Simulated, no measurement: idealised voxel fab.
The following process module bears the name voxel self aligned contacts.
The figure presents cross-section cut, which has a width of 210 nm and is divided into square cells with an edge length of 5 nm.
Cross-section format: a grid of square cells, given as bands from top to bottom; each band is one or more rows of cells. Band entry format. Leading values: height of top, height of bottom, nm. Remainder: materials in left-to-right order, each with its width in nm. Special words: "edge to edge" on a single material, which then fills the band edge to edge; "empty", empty space. All heights in this document are referenced to 0, defined as the level beneath which the wafer, as received, consists entirely of one material. The lowest band is not bounded below; it extends indefinitely downward and is written in the form "top 0, no bottom". Width spec "30 to 40" -> top row of cells at first value, bottom row at second value, equal per-row change in between. When a step is marked "nothing different", none of the cells in the cross-section changed during that step. For the entry "Closed void listing", the listed items are empty spaces with no open way to the top whose size is 8 cells or more; each item follows the pattern width x height at distance, where distance is from the left edge and all three are in nm. On a step's line, text after the settings is the simulator commenting on that step. On any step carrying a mask, the "overlay nm" setting, if present on the step's line, tells how far right of its planned place the mask lay; negative values point to the left. So the way this works: pairs, before and after one process step. The after picture only goes down to the lowest band that actually changed, nothing below. Step and its settings are under each pair. And watch out, pairs might come from different runs of this module, same starting wafer though, so a pair only follows on from the one above if its "Before-step section" entry tells you so.
## Before-step section
* top 60, bottom 55 | SiO2 edge to edge
* top 55, bottom 35 | 30 of SiO2, 40 of SiN, 15 of SiO2, 40 of SiN, 15 of SiO2, 40 of SiN, 30 of SiO2
* top 35, bottom 15 | 30 of SiO2, 5 of SiN, 30 of polySi, 5 of SiN, 15 of SiO2, 5 of SiN, 30 of polySi, 5 of SiN, 15 of SiO2, 5 of SiN, 30 of polySi, 5 of SiN, 30 of SiO2
* top 15, bottom 5 | polySi edge to edge
* top 5, bottom 0 | SiO2 edge to edge
* top 0, no bottom | Si edge to edge
* Closed void listing: none
## Resulting Structure
* top 60, bottom 55 | 60 of SiO2, 35 of empty, 20 of SiO2, 35 of empty, 60 of SiO2
* top 55, bottom 35 | 30 of SiO2, 40 of SiN, 15 of empty, 40 of SiN, 15 of empty, 40 of SiN, 30 of SiO2
* top 35, bottom 15 | 30 of SiO2, 5 of SiN, 30 of polySi, 5 of SiN, 15 of empty, 5 of SiN, 30 of polySi, 5 of SiN, 15 of empty, 5 of SiN, 30 of polySi, 5 of SiN, 30 of SiO2
* Lower than 15, everything is as it was.
* Closed void listing: none
Step, before to after (see cross-sections above): op MASKED_ETCH | tone open | mask id CONTACT | width nm 35 | pitch nm 55 | etch materials SiO2 | depth nm 60 | overlay nm 0
Before-step section: equal to the after panel directly above.
## Resulting Structure
* top 65, bottom 60 | 65 of TiN, 25 of empty, 30 of TiN, 25 of empty, 65 of TiN
* top 60, bottom 55 | 60 of SiO2, 15 of TiN, 5 of empty, 15 of TiN, 20 of SiO2, 15 of TiN, 5 of empty, 15 of TiN, 60 of SiO2
* top 55, bottom 35 | 30 of SiO2, 40 of SiN, 5 of TiN, 5 of empty, 5 of TiN, 40 of SiN, 5 of TiN, 5 of empty, 5 of TiN, 40 of SiN, 30 of SiO2
* top 35, bottom 20 | 30 of SiO2, 5 of SiN, 30 of polySi, 5 of SiN, 5 of TiN, 5 of empty, 5 of TiN, 5 of SiN, 30 of polySi, 5 of SiN, 5 of TiN, 5 of empty, 5 of TiN, 5 of SiN, 30 of polySi, 5 of SiN, 30 of SiO2
* top 20, bottom 15 | 30 of SiO2, 5 of SiN, 30 of polySi, 5 of SiN, 15 of TiN, 5 of SiN, 30 of polySi, 5 of SiN, 15 of TiN, 5 of SiN, 30 of polySi, 5 of SiN, 30 of SiO2
* Lower than 15, everything is as it was.
* Closed void listing: none
Step, before to after (see cross-sections above): op CONFORMAL_DEP | material TiN | thk nm 5
Before-step section: equal to the after panel directly above.
## Resulting Structure
* top 70, bottom 65 | W edge to edge
* top 65, bottom 60 | 65 of TiN, 25 of W, 30 of TiN, 25 of W, 65 of TiN
* top 60, bottom 55 | 60 of SiO2, 15 of TiN, 5 of W, 15 of TiN, 20 of SiO2, 15 of TiN, 5 of W, 15 of TiN, 60 of SiO2
* top 55, bottom 35 | 30 of SiO2, 40 of SiN, 5 of TiN, 5 of W, 5 of TiN, 40 of SiN, 5 of TiN, 5 of W, 5 of TiN, 40 of SiN, 30 of SiO2
* top 35, bottom 20 | 30 of SiO2, 5 of SiN, 30 of polySi, 5 of SiN, 5 of TiN, 5 of W, 5 of TiN, 5 of SiN, 30 of polySi, 5 of SiN, 5 of TiN, 5 of W, 5 of TiN, 5 of SiN, 30 of polySi, 5 of SiN, 30 of SiO2
* Lower than 20, everything is as it was.
* Closed void listing: none
Step, before to after (see cross-sections above): op FILL_DEP | material W | thk nm 5
Before-step section: equal to the after panel directly above.
## Resulting Structure
* top 60, bottom 55 | 60 of SiO2, 15 of TiN, 5 of W, 15 of TiN, 20 of SiO2, 15 of TiN, 5 of W, 15 of TiN, 60 of SiO2
* Lower than 55, everything is as it was.
* Closed void listing: none
Step, before to after (see cross-sections above): op CMP | height nm 60
Before-step section: equal to the after panel directly above.
## Resulting Structure
* top 65, bottom 60 | SiCN edge to edge
* Lower than 60, everything is as it was.
* Closed void listing: none
Step, before to after (see cross-sections above): op CONFORMAL_DEP | material SiCN | thk nm 5
## Before-step section
* top 60, bottom 55 | SiO2 edge to edge
* top 55, bottom 35 | 30 of SiO2, 40 of SiN, 15 of SiO2, 40 of SiN, 15 of SiO2, 40 of SiN, 30 of SiO2
* top 35, bottom 5 | 30 of SiO2, 5 of SiN, 30 of polySi, 5 of SiN, 15 of SiO2, 5 of SiN, 30 of polySi, 5 of SiN, 15 of SiO2, 5 of SiN, 30 of polySi, 5 of SiN, 30 of SiO2
* top 5, bottom 0 | SiO2 edge to edge
* top 0, no bottom | Si edge to edge
* Closed void listing: none
## Resulting Structure
* top 60, bottom 55 | 60 of SiO2, 40 of empty, 15 of SiO2, 40 of empty, 55 of SiO2
* top 55, bottom 35 | 30 of SiO2, 40 of SiN, 15 of empty, 40 of SiN, 15 of empty, 40 of SiN, 30 of SiO2
* top 35, bottom 5 | 30 of SiO2, 5 of SiN, 30 of polySi, 5 of SiN, 15 of empty, 5 of SiN, 30 of polySi, 5 of SiN, 15 of empty, 5 of SiN, 30 of polySi, 5 of SiN, 30 of SiO2
* top 5, bottom 0 | 70 of SiO2, 15 of empty, 40 of SiO2, 15 of empty, 70 of SiO2
* Lower than 0, everything is as it was.
* Closed void listing: none
Step, before to after (see cross-sections above): op MASKED_ETCH | tone open | mask id CONTACT | width nm 40 | pitch nm 55 | etch materials SiO2 | depth nm 60 | overlay nm 0
Before-step section: equal to the after panel directly above.
## Resulting Structure
* top 65, bottom 60 | 65 of TiN, 30 of empty, 25 of TiN, 30 of empty, 60 of TiN
* top 60, bottom 55 | 60 of SiO2, 15 of TiN, 5 of empty, 20 of TiN, 15 of SiO2, 15 of TiN, 5 of empty, 20 of TiN, 55 of SiO2
* top 55, bottom 35 | 30 of SiO2, 40 of SiN, 5 of TiN, 5 of empty, 5 of TiN, 40 of SiN, 5 of TiN, 5 of empty, 5 of TiN, 40 of SiN, 30 of SiO2
* top 35, bottom 5 | 30 of SiO2, 5 of SiN, 30 of polySi, 5 of SiN, 5 of TiN, 5 of empty, 5 of TiN, 5 of SiN, 30 of polySi, 5 of SiN, 5 of TiN, 5 of empty, 5 of TiN, 5 of SiN, 30 of polySi, 5 of SiN, 30 of SiO2
* top 5, bottom 0 | 70 of SiO2, 15 of TiN, 40 of SiO2, 15 of TiN, 70 of SiO2
* Lower than 0, everything is as it was.
* Closed void listing: none
Step, before to after (see cross-sections above): op CONFORMAL_DEP | material TiN | thk nm 5
Before-step section: equal to the after panel directly above.
## Resulting Structure
* top 70, bottom 65 | W edge to edge
* top 65, bottom 60 | 65 of TiN, 30 of W, 25 of TiN, 30 of W, 60 of TiN
* top 60, bottom 55 | 60 of SiO2, 15 of TiN, 5 of W, 20 of TiN, 15 of SiO2, 15 of TiN, 5 of W, 20 of TiN, 55 of SiO2
* top 55, bottom 35 | 30 of SiO2, 40 of SiN, 5 of TiN, 5 of W, 5 of TiN, 40 of SiN, 5 of TiN, 5 of W, 5 of TiN, 40 of SiN, 30 of SiO2
* top 35, bottom 5 | 30 of SiO2, 5 of SiN, 30 of polySi, 5 of SiN, 5 of TiN, 5 of W, 5 of TiN, 5 of SiN, 30 of polySi, 5 of SiN, 5 of TiN, 5 of W, 5 of TiN, 5 of SiN, 30 of polySi, 5 of SiN, 30 of SiO2
* Lower than 5, everything is as it was.
* Closed void listing: none
Step, before to after (see cross-sections above): op FILL_DEP | material W | thk nm 5
Before-step section: equal to the after panel directly above.
## Resulting Structure
* top 60, bottom 55 | 60 of SiO2, 15 of TiN, 5 of W, 20 of TiN, 15 of SiO2, 15 of TiN, 5 of W, 20 of TiN, 55 of SiO2
* Lower than 55, everything is as it was.
* Closed void listing: none
Step, before to after (see cross-sections above): op CMP | height nm 60
Before-step section: equal to the after panel directly above.
## Resulting Structure
* top 65, bottom 60 | SiCN edge to edge
* Lower than 60, everything is as it was.
* Closed void listing: none
Step, before to after (see cross-sections above): op CONFORMAL_DEP | material SiCN | thk nm 5
## Before-step section
* top 55, bottom 35 | SiN edge to edge
* top 35, bottom 5 | polySi edge to edge
* top 5, bottom 0 | SiO2 edge to edge
* top 0, no bottom | Si edge to edge
* Closed void listing: none
## Resulting Structure
* top 70, bottom 55 | 45 of empty, 30 of resist, 25 of empty, 30 of resist, 25 of empty, 30 of resist, 25 of empty
* Lower than 55, everything is as it was.
* Closed void listing: none
Step, before to after (see cross-sections above): op PATTERN | tone cover | mask id GATE | material resist | width nm 30 | pitch nm 55 | thk nm 15 | overlay nm 10
Before-step section: equal to the after panel directly above.
## Resulting Structure
* top 70, bottom 55 | 45 of empty, 30 of resist, 25 of empty, 30 of resist, 25 of empty, 30 of resist, 25 of empty
* top 55, bottom 35 | 45 of empty, 30 of SiN, 25 of empty, 30 of SiN, 25 of empty, 30 of SiN, 25 of empty
* Lower than 35, everything is as it was.
* Closed void listing: none
Step, before to after (see cross-sections above): op DIRECTIONAL_ETCH | etch materials SiN | depth nm 20
Before-step section: equal to the after panel directly above.
## Resulting Structure
* top 70, bottom 55 | 45 of empty, 30 of resist, 25 of empty, 30 of resist, 25 of empty, 30 of resist, 25 of empty
* top 55, bottom 35 | 45 of empty, 30 of SiN, 25 of empty, 30 of SiN, 25 of empty, 30 of SiN, 25 of empty
* top 35, bottom 5 | 45 of empty, 30 of polySi, 25 of empty, 30 of polySi, 25 of empty, 30 of polySi, 25 of empty
* Lower than 5, everything is as it was.
* Closed void listing: none
Step, before to after (see cross-sections above): op DIRECTIONAL_ETCH | etch materials polySi | depth nm 30
Before-step section: equal to the after panel directly above.
## Resulting Structure
* top 55, bottom 35 | 45 of empty, 30 of SiN, 25 of empty, 30 of SiN, 25 of empty, 30 of SiN, 25 of empty
* Lower than 35, everything is as it was.
* Closed void listing: none
Step, before to after (see cross-sections above): op STRIP | etch materials resist
Before-step section: equal to the after panel directly above.
## Resulting Structure
* top 60, bottom 35 | 40 of empty, 40 of SiN, 15 of empty, 40 of SiN, 15 of empty, 40 of SiN, 20 of empty
* top 35, bottom 10 | 40 of empty, 5 of SiN, 30 of polySi, 5 of SiN, 15 of empty, 5 of SiN, 30 of polySi, 5 of SiN, 15 of empty, 5 of SiN, 30 of polySi, 5 of SiN, 20 of empty
* top 10, bottom 5 | 45 of SiN, 30 of polySi, 25 of SiN, 30 of polySi, 25 of SiN, 30 of polySi, 25 of SiN
* Lower than 5, everything is as it was.
* Closed void listing: none
Step, before to after (see cross-sections above): op CONFORMAL_DEP | material SiN | thk nm 5
Before-step section: equal to the after panel directly above.
## Resulting Structure
* top 55, bottom 35 | 40 of empty, 40 of SiN, 15 of empty, 40 of SiN, 15 of empty, 40 of SiN, 20 of empty
* top 35, bottom 5 | 40 of empty, 5 of SiN, 30 of polySi, 5 of SiN, 15 of empty, 5 of SiN, 30 of polySi, 5 of SiN, 15 of empty, 5 of SiN, 30 of polySi, 5 of SiN, 20 of empty
* Lower than 5, everything is as it was.
* Closed void listing: none
Step, before to after (see cross-sections above): op DIRECTIONAL_ETCH | etch materials SiN | depth nm 5
Before-step section: equal to the after panel directly above.
## Resulting Structure
* top 70, bottom 55 | SiO2 edge to edge
* top 55, bottom 35 | 40 of SiO2, 40 of SiN, 15 of SiO2, 40 of SiN, 15 of SiO2, 40 of SiN, 20 of SiO2
* top 35, bottom 5 | 40 of SiO2, 5 of SiN, 30 of polySi, 5 of SiN, 15 of SiO2, 5 of SiN, 30 of polySi, 5 of SiN, 15 of SiO2, 5 of SiN, 30 of polySi, 5 of SiN, 20 of SiO2
* Lower than 5, everything is as it was.
* Closed void listing: none
Step, before to after (see cross-sections above): op FILL_DEP | material SiO2 | thk nm 15
Before-step section: equal to the after panel directly above.
## Resulting Structure
* top 60, bottom 55 | SiO2 edge to edge
* Lower than 55, everything is as it was.
* Closed void listing: none
Step, before to after (see cross-sections above): op CMP | height nm 60
Before-step section: equal to the after panel directly above.
## Resulting Structure
* top 60, bottom 55 | 60 of SiO2, 35 of empty, 20 of SiO2, 35 of empty, 60 of SiO2
* top 55, bottom 35 | 40 of SiO2, 40 of SiN, 15 of empty, 40 of SiN, 15 of empty, 40 of SiN, 20 of SiO2
* top 35, bottom 5 | 40 of SiO2, 5 of SiN, 30 of polySi, 5 of SiN, 15 of empty, 5 of SiN, 30 of polySi, 5 of SiN, 15 of empty, 5 of SiN, 30 of polySi, 5 of SiN, 20 of SiO2
* top 5, bottom 0 | 80 of SiO2, 15 of empty, 40 of SiO2, 15 of empty, 60 of SiO2
* Lower than 0, everything is as it was.
* Closed void listing: none
Step, before to after (see cross-sections above): op MASKED_ETCH | tone open | mask id CONTACT | width nm 35 | pitch nm 55 | etch materials SiO2 | depth nm 60 | overlay nm 0
Before-step section: equal to the after panel directly above.
## Resulting Structure
* top 65, bottom 60 | 65 of TiN, 25 of empty, 30 of TiN, 25 of empty, 65 of TiN
* top 60, bottom 55 | 60 of SiO2, 25 of TiN, 5 of empty, 5 of TiN, 20 of SiO2, 25 of TiN, 5 of empty, 5 of TiN, 60 of SiO2
* top 55, bottom 35 | 40 of SiO2, 40 of SiN, 5 of TiN, 5 of empty, 5 of TiN, 40 of SiN, 5 of TiN, 5 of empty, 5 of TiN, 40 of SiN, 20 of SiO2
* top 35, bottom 5 | 40 of SiO2, 5 of SiN, 30 of polySi, 5 of SiN, 5 of TiN, 5 of empty, 5 of TiN, 5 of SiN, 30 of polySi, 5 of SiN, 5 of TiN, 5 of empty, 5 of TiN, 5 of SiN, 30 of polySi, 5 of SiN, 20 of SiO2
* top 5, bottom 0 | 80 of SiO2, 15 of TiN, 40 of SiO2, 15 of TiN, 60 of SiO2
* Lower than 0, everything is as it was.
* Closed void listing: none
Step, before to after (see cross-sections above): op CONFORMAL_DEP | material TiN | thk nm 5
Before-step section: equal to the after panel directly above.
## Resulting Structure
* top 70, bottom 65 | W edge to edge
* top 65, bottom 60 | 65 of TiN, 25 of W, 30 of TiN, 25 of W, 65 of TiN
* top 60, bottom 55 | 60 of SiO2, 25 of TiN, 5 of W, 5 of TiN, 20 of SiO2, 25 of TiN, 5 of W, 5 of TiN, 60 of SiO2
* top 55, bottom 35 | 40 of SiO2, 40 of SiN, 5 of TiN, 5 of W, 5 of TiN, 40 of SiN, 5 of TiN, 5 of W, 5 of TiN, 40 of SiN, 20 of SiO2
* top 35, bottom 5 | 40 of SiO2, 5 of SiN, 30 of polySi, 5 of SiN, 5 of TiN, 5 of W, 5 of TiN, 5 of SiN, 30 of polySi, 5 of SiN, 5 of TiN, 5 of W, 5 of TiN, 5 of SiN, 30 of polySi, 5 of SiN, 20 of SiO2
* Lower than 5, everything is as it was.
* Closed void listing: none
Step, before to after (see cross-sections above): op FILL_DEP | material W | thk nm 5
Before-step section: equal to the after panel directly above.
## Resulting Structure
* top 60, bottom 55 | 60 of SiO2, 25 of TiN, 5 of W, 5 of TiN, 20 of SiO2, 25 of TiN, 5 of W, 5 of TiN, 60 of SiO2
* Lower than 55, everything is as it was.
* Closed void listing: none
Step, before to after (see cross-sections above): op CMP | height nm 60
Before-step section: equal to the after panel directly above.
## Resulting Structure
* top 65, bottom 60 | SiCN edge to edge
* Lower than 60, everything is as it was.
* Closed void listing: none
Step, before to after (see cross-sections above): op CONFORMAL_DEP | material SiCN | thk nm 5
## Before-step section
* top 0, no bottom | Si edge to edge
* Closed void listing: none
## Resulting Structure
* top 5, bottom 0 | SiCN edge to edge
* Lower than 0, everything is as it was.
* Closed void listing: none
Step, before to after (see cross-sections above): op CONFORMAL_DEP | material SiCN | thk nm 5
Before-step section: equal to the after panel directly above.
## Resulting Structure
* top 35, bottom 5 | polySi edge to edge
* Lower than 5, everything is as it was.
* Closed void listing: none
Step, before to after (see cross-sections above): op DIRECTIONAL_DEP | material polySi | thk nm 30
Before-step section: equal to the after panel directly above.
## Resulting Structure
* top 55, bottom 35 | SiN edge to edge
* Lower than 35, everything is as it was.
* Closed void listing: none
Step, before to after (see cross-sections above): op DIRECTIONAL_DEP | material SiN | thk nm 20
Before-step section: equal to the after panel directly above.
## Resulting Structure
* top 70, bottom 55 | 35 of empty, 30 of resist, 25 of empty, 30 of resist, 25 of empty, 30 of resist, 35 of empty
* Lower than 55, everything is as it was.
* Closed void listing: none
Step, before to after (see cross-sections above): op PATTERN | tone cover | mask id GATE | material resist | width nm 30 | pitch nm 55 | thk nm 15 | overlay nm 0
Before-step section: equal to the after panel directly above.
## Resulting Structure
* top 70, bottom 55 | 35 of empty, 30 of resist, 25 of empty, 30 of resist, 25 of empty, 30 of resist, 35 of empty
* top 55, bottom 35 | 35 of empty, 30 of SiN, 25 of empty, 30 of SiN, 25 of empty, 30 of SiN, 35 of empty
* Lower than 35, everything is as it was.
* Closed void listing: none
Step, before to after (see cross-sections above): op DIRECTIONAL_ETCH | etch materials SiN | depth nm 20
Before-step section: equal to the after panel directly above.
## Resulting Structure
* top 70, bottom 55 | 35 of empty, 30 of resist, 25 of empty, 30 of resist, 25 of empty, 30 of resist, 35 of empty
* top 55, bottom 35 | 35 of empty, 30 of SiN, 25 of empty, 30 of SiN, 25 of empty, 30 of SiN, 35 of empty
* top 35, bottom 5 | 35 of empty, 30 of polySi, 25 of empty, 30 of polySi, 25 of empty, 30 of polySi, 35 of empty
* Lower than 5, everything is as it was.
* Closed void listing: none
Step, before to after (see cross-sections above): op DIRECTIONAL_ETCH | etch materials polySi | depth nm 30
Before-step section: equal to the after panel directly above.
## Resulting Structure
* top 55, bottom 35 | 35 of empty, 30 of SiN, 25 of empty, 30 of SiN, 25 of empty, 30 of SiN, 35 of empty
* Lower than 35, everything is as it was.
* Closed void listing: none
Step, before to after (see cross-sections above): op STRIP | etch materials resist
Before-step section: equal to the after panel directly above.
## Resulting Structure
* top 60, bottom 35 | 30 of empty, 40 of SiN, 15 of empty, 40 of SiN, 15 of empty, 40 of SiN, 30 of empty
* top 35, bottom 10 | 30 of empty, 5 of SiN, 30 of polySi, 5 of SiN, 15 of empty, 5 of SiN, 30 of polySi, 5 of SiN, 15 of empty, 5 of SiN, 30 of polySi, 5 of SiN, 30 of empty
* top 10, bottom 5 | 35 of SiN, 30 of polySi, 25 of SiN, 30 of polySi, 25 of SiN, 30 of polySi, 35 of SiN
* Lower than 5, everything is as it was.
* Closed void listing: none
Step, before to after (see cross-sections above): op CONFORMAL_DEP | material SiN | thk nm 5
Before-step section: equal to the after panel directly above.
## Resulting Structure
* top 55, bottom 35 | 30 of empty, 40 of SiN, 15 of empty, 40 of SiN, 15 of empty, 40 of SiN, 30 of empty
* top 35, bottom 5 | 30 of empty, 5 of SiN, 30 of polySi, 5 of SiN, 15 of empty, 5 of SiN, 30 of polySi, 5 of SiN, 15 of empty, 5 of SiN, 30 of polySi, 5 of SiN, 30 of empty
* Lower than 5, everything is as it was.
* Closed void listing: none
Step, before to after (see cross-sections above): op DIRECTIONAL_ETCH | etch materials SiN | depth nm 5
Before-step section: equal to the after panel directly above.
## Resulting Structure
* top 70, bottom 55 | SiO2 edge to edge
* top 55, bottom 35 | 30 of SiO2, 40 of SiN, 15 of SiO2, 40 of SiN, 15 of SiO2, 40 of SiN, 30 of SiO2
* top 35, bottom 5 | 30 of SiO2, 5 of SiN, 30 of polySi, 5 of SiN, 15 of SiO2, 5 of SiN, 30 of polySi, 5 of SiN, 15 of SiO2, 5 of SiN, 30 of polySi, 5 of SiN, 30 of SiO2
* Lower than 5, everything is as it was.
* Closed void listing: none
Step, before to after (see cross-sections above): op FILL_DEP | material SiO2 | thk nm 15
Before-step section: equal to the after panel directly above.
## Resulting Structure
* top 60, bottom 55 | SiO2 edge to edge
* Lower than 55, everything is as it was.
* Closed void listing: none
Step, before to after (see cross-sections above): op CMP | height nm 60
Before-step section: equal to the after panel directly above.
## Resulting Structure
* top 60, bottom 55 | 60 of SiO2, 35 of empty, 20 of SiO2, 35 of empty, 60 of SiO2
* top 55, bottom 35 | 30 of SiO2, 40 of SiN, 15 of empty, 40 of SiN, 15 of empty, 40 of SiN, 30 of SiO2
* top 35, bottom 5 | 30 of SiO2, 5 of SiN, 30 of polySi, 5 of SiN, 15 of empty, 5 of SiN, 30 of polySi, 5 of SiN, 15 of empty, 5 of SiN, 30 of polySi, 5 of SiN, 30 of SiO2
* Lower than 5, everything is as it was.
* Closed void listing: none
Step, before to after (see cross-sections above): op MASKED_ETCH | tone open | mask id CONTACT | width nm 35 | pitch nm 55 | etch materials SiO2 | depth nm 60 | overlay nm 0
Before-step section: equal to the after panel directly above.
## Resulting Structure
* top 65, bottom 60 | 65 of TiN, 25 of empty, 30 of TiN, 25 of empty, 65 of TiN
* top 60, bottom 55 | 60 of SiO2, 15 of TiN, 5 of empty, 15 of TiN, 20 of SiO2, 15 of TiN, 5 of empty, 15 of TiN, 60 of SiO2
* top 55, bottom 35 | 30 of SiO2, 40 of SiN, 5 of TiN, 5 of empty, 5 of TiN, 40 of SiN, 5 of TiN, 5 of empty, 5 of TiN, 40 of SiN, 30 of SiO2
* top 35, bottom 10 | 30 of SiO2, 5 of SiN, 30 of polySi, 5 of SiN, 5 of TiN, 5 of empty, 5 of TiN, 5 of SiN, 30 of polySi, 5 of SiN, 5 of TiN, 5 of empty, 5 of TiN, 5 of SiN, 30 of polySi, 5 of SiN, 30 of SiO2
* top 10, bottom 5 | 30 of SiO2, 5 of SiN, 30 of polySi, 5 of SiN, 15 of TiN, 5 of SiN, 30 of polySi, 5 of SiN, 15 of TiN, 5 of SiN, 30 of polySi, 5 of SiN, 30 of SiO2
* Lower than 5, everything is as it was.
* Closed void listing: none
Step, before to after (see cross-sections above): op CONFORMAL_DEP | material TiN | thk nm 5
Before-step section: equal to the after panel directly above.
## Resulting Structure
* top 70, bottom 65 | W edge to edge
* top 65, bottom 60 | 65 of TiN, 25 of W, 30 of TiN, 25 of W, 65 of TiN
* top 60, bottom 55 | 60 of SiO2, 15 of TiN, 5 of W, 15 of TiN, 20 of SiO2, 15 of TiN, 5 of W, 15 of TiN, 60 of SiO2
* top 55, bottom 35 | 30 of SiO2, 40 of SiN, 5 of TiN, 5 of W, 5 of TiN, 40 of SiN, 5 of TiN, 5 of W, 5 of TiN, 40 of SiN, 30 of SiO2
* top 35, bottom 10 | 30 of SiO2, 5 of SiN, 30 of polySi, 5 of SiN, 5 of TiN, 5 of W, 5 of TiN, 5 of SiN, 30 of polySi, 5 of SiN, 5 of TiN, 5 of W, 5 of TiN, 5 of SiN, 30 of polySi, 5 of SiN, 30 of SiO2
* Lower than 10, everything is as it was.
* Closed void listing: none
Step, before to after (see cross-sections above): op FILL_DEP | material W | thk nm 5
Before-step section: equal to the after panel directly above.
## Resulting Structure
* top 60, bottom 55 | 60 of SiO2, 15 of TiN, 5 of W, 15 of TiN, 20 of SiO2, 15 of TiN, 5 of W, 15 of TiN, 60 of SiO2
* Lower than 55, everything is as it was.
* Closed void listing: none
Step, before to after (see cross-sections above): op CMP | height nm 60
Before-step section: equal to the after panel directly above.
## Resulting Structure
* top 65, bottom 60 | SiCN edge to edge
* Lower than 60, everything is as it was.
* Closed void listing: none
Step, before to after (see cross-sections above): op CONFORMAL_DEP | material SiCN | thk nm 5
## Before-step section
* top 55, bottom 35 | SiN edge to edge
* top 35, bottom 5 | polySi edge to edge
* top 5, bottom 0 | SiO2 edge to edge
* top 0, no bottom | Si edge to edge
* Closed void listing: none
## Resulting Structure
* top 70, bottom 55 | 35 of resist, 30 of empty, 25 of resist, 30 of empty, 25 of resist, 30 of empty, 35 of resist
* Lower than 55, everything is as it was.
* Closed void listing: none
Step, before to after (see cross-sections above): op PATTERN | tone open | mask id GATE | material resist | width nm 30 | pitch nm 55 | thk nm 15 | overlay nm 0
Before-step section: equal to the after panel directly above.
## Resulting Structure
* top 70, bottom 55 | 35 of resist, 30 of empty, 25 of resist, 30 of empty, 25 of resist, 30 of empty, 35 of resist
* top 55, bottom 35 | 35 of SiN, 30 of empty, 25 of SiN, 30 of empty, 25 of SiN, 30 of empty, 35 of SiN
* Lower than 35, everything is as it was.
* Closed void listing: none
Step, before to after (see cross-sections above): op DIRECTIONAL_ETCH | etch materials SiN | depth nm 20
Before-step section: equal to the after panel directly above.
## Resulting Structure
* top 70, bottom 55 | 35 of resist, 30 of empty, 25 of resist, 30 of empty, 25 of resist, 30 of empty, 35 of resist
* top 55, bottom 35 | 35 of SiN, 30 of empty, 25 of SiN, 30 of empty, 25 of SiN, 30 of empty, 35 of SiN
* top 35, bottom 5 | 35 of polySi, 30 of empty, 25 of polySi, 30 of empty, 25 of polySi, 30 of empty, 35 of polySi
* Lower than 5, everything is as it was.
* Closed void listing: none
Step, before to after (see cross-sections above): op DIRECTIONAL_ETCH | etch materials polySi | depth nm 30
Before-step section: equal to the after panel directly above.
## Resulting Structure
* top 55, bottom 35 | 35 of SiN, 30 of empty, 25 of SiN, 30 of empty, 25 of SiN, 30 of empty, 35 of SiN
* Lower than 35, everything is as it was.
* Closed void listing: none
Step, before to after (see cross-sections above): op STRIP | etch materials resist
Before-step section: equal to the after panel directly above.
## Resulting Structure
* top 60, bottom 35 | 40 of SiN, 20 of empty, 35 of SiN, 20 of empty, 35 of SiN, 20 of empty, 40 of SiN
* top 35, bottom 10 | 35 of polySi, 5 of SiN, 20 of empty, 5 of SiN, 25 of polySi, 5 of SiN, 20 of empty, 5 of SiN, 25 of polySi, 5 of SiN, 20 of empty, 5 of SiN, 35 of polySi
* top 10, bottom 5 | 35 of polySi, 30 of SiN, 25 of polySi, 30 of SiN, 25 of polySi, 30 of SiN, 35 of polySi
* Lower than 5, everything is as it was.
* Closed void listing: none
Step, before to after (see cross-sections above): op CONFORMAL_DEP | material SiN | thk nm 5
Before-step section: equal to the after panel directly above.
## Resulting Structure
* top 55, bottom 35 | 40 of SiN, 20 of empty, 35 of SiN, 20 of empty, 35 of SiN, 20 of empty, 40 of SiN
* top 35, bottom 5 | 35 of polySi, 5 of SiN, 20 of empty, 5 of SiN, 25 of polySi, 5 of SiN, 20 of empty, 5 of SiN, 25 of polySi, 5 of SiN, 20 of empty, 5 of SiN, 35 of polySi
* Lower than 5, everything is as it was.
* Closed void listing: none
Step, before to after (see cross-sections above): op DIRECTIONAL_ETCH | etch materials SiN | depth nm 5
Before-step section: equal to the after panel directly above.
## Resulting Structure
* top 70, bottom 55 | SiO2 edge to edge
* top 55, bottom 35 | 40 of SiN, 20 of SiO2, 35 of SiN, 20 of SiO2, 35 of SiN, 20 of SiO2, 40 of SiN
* top 35, bottom 5 | 35 of polySi, 5 of SiN, 20 of SiO2, 5 of SiN, 25 of polySi, 5 of SiN, 20 of SiO2, 5 of SiN, 25 of polySi, 5 of SiN, 20 of SiO2, 5 of SiN, 35 of polySi
* Lower than 5, everything is as it was.
* Closed void listing: none
Step, before to after (see cross-sections above): op FILL_DEP | material SiO2 | thk nm 15
Before-step section: equal to the after panel directly above.
## Resulting Structure
* top 60, bottom 55 | SiO2 edge to edge
* Lower than 55, everything is as it was.
* Closed void listing: none
Step, before to after (see cross-sections above): op CMP | height nm 60
Before-step section: equal to the after panel directly above.
## Resulting Structure
* top 60, bottom 55 | 60 of SiO2, 35 of empty, 20 of SiO2, 35 of empty, 60 of SiO2
* Lower than 55, everything is as it was.
* Closed void listing: none
Step, before to after (see cross-sections above): op MASKED_ETCH | tone open | mask id CONTACT | width nm 35 | pitch nm 55 | etch materials SiO2 | depth nm 60 | overlay nm 0
Before-step section: equal to the after panel directly above.
## Resulting Structure
* top 65, bottom 60 | 65 of TiN, 25 of empty, 30 of TiN, 25 of empty, 65 of TiN
* top 60, bottom 55 | 60 of SiO2, 35 of TiN, 20 of SiO2, 35 of TiN, 60 of SiO2
* Lower than 55, everything is as it was.
* Closed void listing: none
Step, before to after (see cross-sections above): op CONFORMAL_DEP | material TiN | thk nm 5
Before-step section: equal to the after panel directly above.
## Resulting Structure
* top 70, bottom 65 | W edge to edge
* top 65, bottom 60 | 65 of TiN, 25 of W, 30 of TiN, 25 of W, 65 of TiN
* Lower than 60, everything is as it was.
* Closed void listing: none
Step, before to after (see cross-sections above): op FILL_DEP | material W | thk nm 5
Before-step section: equal to the after panel directly above.
## Resulting Structure
* top 60, bottom 55 | 60 of SiO2, 35 of TiN, 20 of SiO2, 35 of TiN, 60 of SiO2
* Lower than 55, everything is as it was.
* Closed void listing: none
Step, before to after (see cross-sections above): op CMP | height nm 60
Before-step section: equal to the after panel directly above.
## Resulting Structure
* top 65, bottom 60 | SiCN edge to edge
* Lower than 60, everything is as it was.
* Closed void listing: none
Step, before to after (see cross-sections above): op CONFORMAL_DEP | material SiCN | thk nm 5
